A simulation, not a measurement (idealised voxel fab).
You're looking at the process module voxel trench capacitor.
For reference, the cross-section in this document is cut, with width 275 nm and square cells of 5 nm.
Think of the cross-section as a grid of square cells. We describe it in bands, top to bottom, and each band covers one or more rows of those cells.
Each band's line starts with the height of the band's top and of its bottom, in nm. Then come its materials from left to right, each with its width in nm. One material with "throughout" fills the band from edge to edge. "blank" is empty space.
Where do heights start? At 0: under that level the wafer as delivered is made of one material only. And the lowest band has no floor; it just carries on downward, as in "0 nm and below".
A width given as "30->40" starts at the first number in the band's top row and ends at the second number in its bottom row, shifting by an equal amount at every step from row to row.
You'll sometimes find "same as before" written for a step, and that's the way of saying that nowhere in the cross-section did a cell change during that step.
"Entrapped void list" enumerates empty spaces isolated from the top, with no open way to it, that contain at least 8 cells, giving each as width x height at distance from the left edge, all three in nm.
Formally, on a step line, whatever follows the settings is a remark that the simulator itself makes on the step.
The "overlay nm" setting may appear on a step's line; for a step that uses a mask, it gives how far to the right of its planned position the mask lay, and a negative value indicates the left.

These are the steps we planned for the process:
1. RECEIVE: material Si
2. CONFORMAL_DEP: material SiN, thk nm 10
3. PATTERN: tone open, mask id TRENCH, material resist, width nm 15, pitch nm 40, thk nm 15, overlay nm 0
4. DIRECTIONAL_ETCH: etch materials SiN, depth nm 10
5. DIRECTIONAL_ETCH: etch materials Si, depth nm 40
6. STRIP: etch materials resist
7. CONFORMAL_DEP: material Al2O3, thk nm 5
8. CONFORMAL_DEP: material TiN, thk nm 5
9. FILL_DEP: material W, thk nm 10
10. CMP: height nm 10
For clarity, it should be stated that the wafers under discussion commence in an identical condition and differ with respect to the width nm of step 3, the plan indicating the value that the first wafer had.

The first of several wafers in cross-section, exactly as it reached us after step 1:
	0 nm and below  Si throughout
	Entrapped void list: none

Tabulated below, wafer by wafer, are the end-of-module results: for each material, the number of cells gained (+) or lost (-) relative to the as-received state, followed by the closed voids:
width nm 15; +63 Al2O3; -72 Si; +92 SiN; +27 TiN; Entrapped void list: none
width nm 20; +66 Al2O3; -96 Si; +86 SiN; +54 TiN; Entrapped void list: none
width nm 25; +69 Al2O3; -120 Si; +80 SiN; +57 TiN; +24 W; Entrapped void list: none
